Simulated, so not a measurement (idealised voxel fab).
The process module that follows is named voxel gate over fins.
In the cross-section labelled cut, the width is 190 nm and each square cell is 5 nm.
Just so we're on the same page, the cross-sections are grids of square cells, and they're listed out in bands top to bottom, each band one or more rows deep.
Look at the band entry: it leads with the top's height and the bottom's height in nm. Then it lists the materials left to right, with a width in nm for each. The word "throughout" on a single material says that material fills the band edge to edge. The word "blank" is empty space.
The reference from which all heights are counted is 0, the level beneath which the as-received wafer is entirely one material; the lowest band, having no lower bound, proceeds downward and is written after the example "0 nm and below".
It should be noted that a width expressed as "30 to 40" varies in equal increments from row to row of cells within the band, taking the value of the first number at the top row and that of the second number at the bottom row.
Basically "nothing different" means that step didn't change any cell in the cross-section.
For the entry "Closed voids list", the listed items are empty spaces with no open way to the top whose size is 8 cells or more; each item follows the pattern width x height at distance, where distance is from the left edge and all three are in nm.
On each step's line, the part that comes after the settings is the simulator's own comment on the step.
"overlay nm" on a masked step: distance the mask lay right of its planned place, negative for left.
# plan
| 1 | RECEIVE | material Si |
| 2 | CONFORMAL_DEP | material SiN | thk nm 5 |
| 3 | MASKED_ETCH | tone cover | mask id FINS | width nm 15 | pitch nm 50 | etch materials SiN | depth nm 5 | overlay nm 0 |
| 4 | MASKED_ETCH | tone cover | mask id FINS | width nm 15 | pitch nm 50 | etch materials Si | depth nm 30 | overlay nm 0 |
| 5 | FILL_DEP | material SiO2 | thk nm 5 |
| 6 | CMP | height nm 5 |
| 7 | DIRECTIONAL_DEP | material aC | thk nm 15 |
| 8 | PATTERN | tone open | mask id RAIL | material resist | width nm 15 | thk nm 30 | overlay nm 0 |
| 9 | DIRECTIONAL_ETCH | etch materials aC | depth nm 15 |
| 10 | STRIP | etch materials resist |
| 11 | DIRECTIONAL_ETCH | etch materials SiO2 | depth nm 30 |
| 12 | STRIP | etch materials aC |
| 13 | CONFORMAL_DEP | material TiN | thk nm 5 |
| 14 | FILL_DEP | material W | thk nm 5 |
| 15 | CMP | height nm 5 |
| 16 | SELECTIVE_ETCH | etch materials W Ru TiN | depth nm 25 |
| 17 | FILL_DEP | material SiO2 | thk nm 5 |
| 18 | CMP | height nm 5 |
| 19 | SELECTIVE_ETCH | etch materials SiO2 | depth nm 15 |
| 20 | STRIP | etch materials SiN |
| 21 | CONFORMAL_DEP | material HfO2 | thk nm 5 |
| 22 | CONFORMAL_DEP | material TiN | thk nm 5 |
| 23 | FILL_DEP | material W | thk nm 15 |
| 24 | CMP | height nm 20 |
| 25 | CONFORMAL_DEP | material SiCN | thk nm 5 |
# Wafer cross-section on receipt, i.e. after step 1
	0 nm and below  Si throughout
	Closed voids list: none
# The module was run from the start shown above using the plan shown above, but one mistake was made doing it; the resulting wafer cross-section is below
	25 nm to 20 nm  SiCN throughout
	20 nm to 10 nm  W throughout
	10 nm to 5 nm  25 W; 35 TiN; 15 W; 35 TiN; 15 W; 35 TiN; 30 W
	5 nm to 0 nm  25 W; 5 TiN; 25 HfO2; 5 TiN; 15 W; 5 TiN; 25 HfO2; 5 TiN; 15 W; 5 TiN; 25 HfO2; 5 TiN; 30 W
	0 nm to -5 nm  30 TiN; 5 HfO2; 15 Si; 5 HfO2; 25 TiN; 5 HfO2; 15 Si; 5 HfO2; 25 TiN; 5 HfO2; 15 Si; 5 HfO2; 35 TiN
	-5 nm to -10 nm  35 HfO2; 15 Si; 35 HfO2; 15 Si; 35 HfO2; 15 Si; 40 HfO2
	-10 nm to -20 nm  35 SiO2; 15 Si; 35 SiO2; 15 Si; 35 SiO2; 15 Si; 40 SiO2
	-20 nm to -25 nm  35 TiN; 15 Si; 10 TiN; 15 SiO2; 10 TiN; 15 Si; 35 TiN; 15 Si; 40 TiN
	-25 nm to -30 nm  35 SiO2; 15 Si; 35 SiO2; 15 Si; 35 SiO2; 15 Si; 40 SiO2
	-30 nm and below  Si throughout
	Closed voids list: none
What was done differently from what was planned? it should be noted that step 8 was executed with settings other than those planned, the operation and settings actually applied being PATTERN | tone cover | mask id RAIL | material resist | width nm 15 | thk nm 30 | overlay nm 0
